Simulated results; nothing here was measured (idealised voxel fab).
Documented hereafter: the process module known as voxel local oxidation.
Cross-sectional view cut (width: 265 nm; square cell size: 5 nm).
The cross-sections in this document take the form of a grid made of square cells. They are written out as bands, in order from top to bottom. Each band consists of one or more rows of cells. It is stipulated that each band's entry specify, in nanometres, the height of the top of the band and then that of its bottom, followed by the materials of the band in left-to-right sequence, each together with its width in nanometres. A single material marked by the word "throughout" is understood to fill the band from edge to edge; the word "air" is understood to denote empty space. Height reference: 0 = level under which incoming wafer is all one material. Lowest band: no bottom, runs on downward, e.g. "0 -> down". Note: "30 to 40" means the width goes from the first number (top row of the band) to the second number (bottom row) in equal steps per row of cells. No cell of the cross-section changed in a step that is given as "all unchanged". Empty spaces without an open route to the top, at least 8 cells in extent, make up the entry "Completely sealed voids"; each is given as width x height at distance, where the distance is measured from the left edge, and all are in nm. That trailing text on a step's line, after the settings, is the simulator's own remark on the step. The "overlay nm" setting may appear on a step's line; for a step that uses a mask, it gives how far to the right of its planned position the mask lay, and a negative value indicates the left.

PROCESS STEPS FORESEEN IN THE PLAN
- 1: RECEIVE: material Si
- 2: CONFORMAL_DEP: material SiO2, thk nm 5
- 3: CONFORMAL_DEP: material SiN, thk nm 15
- 4: MASKED_ETCH: tone cover, mask id ACTIVE, width nm 95, pitch nm 120, etch materials SiN, depth nm 15, overlay nm 0
- 5: SELECTIVE_ETCH: etch materials SiO2, depth nm 5
- 6: OXIDIZE: depth nm 10
- 7: STRIP: etch materials SiN

CROSS-SECTION OF THE WAFER AT RECEIPT, WHICH IS THE CONDITION AFTER STEP 1
  0 -> down | Si throughout
  Completely sealed voids: none

FIRST OF TWO WAFERS AT THE END OF THE MODULE, SHOWN IN CROSS-SECTION; RUN CARRIED OUT AS PLANNED
  5 -> 0 | air 30 / SiO2 85 / air 35 / SiO2 85 / air 30
  0 -> -10 | SiO2 40 / Si 65 / SiO2 55 / Si 65 / SiO2 40
  -10 -> down | Si throughout
  Completely sealed voids: none

SECOND WAFER THROUGH THE MODULE, SECTIONED AT THE END: SAME BEGINNING AND SAME PLAN AS THE FIRST WAFER, WITH ONE MISTAKE IN CARRYING IT OUT
  5 -> 0 | air 40 / SiO2 85 / air 35 / SiO2 85 / air 20
  0 -> -10 | SiO2 50 / Si 65 / SiO2 55 / Si 65 / SiO2 30
  -10 -> down | Si throughout
  Completely sealed voids: none
It is concluded that the wafer was processed incorrectly with respect to the plan, in that rather than as planned, step 4 actually ran as MASKED_ETCH: tone cover, mask id ACTIVE, width nm 95, pitch nm 120, etch materials SiN, depth nm 15, overlay nm 10
At the close, every material occupies the same number of cells on the second wafer as on the first, only in different positions.
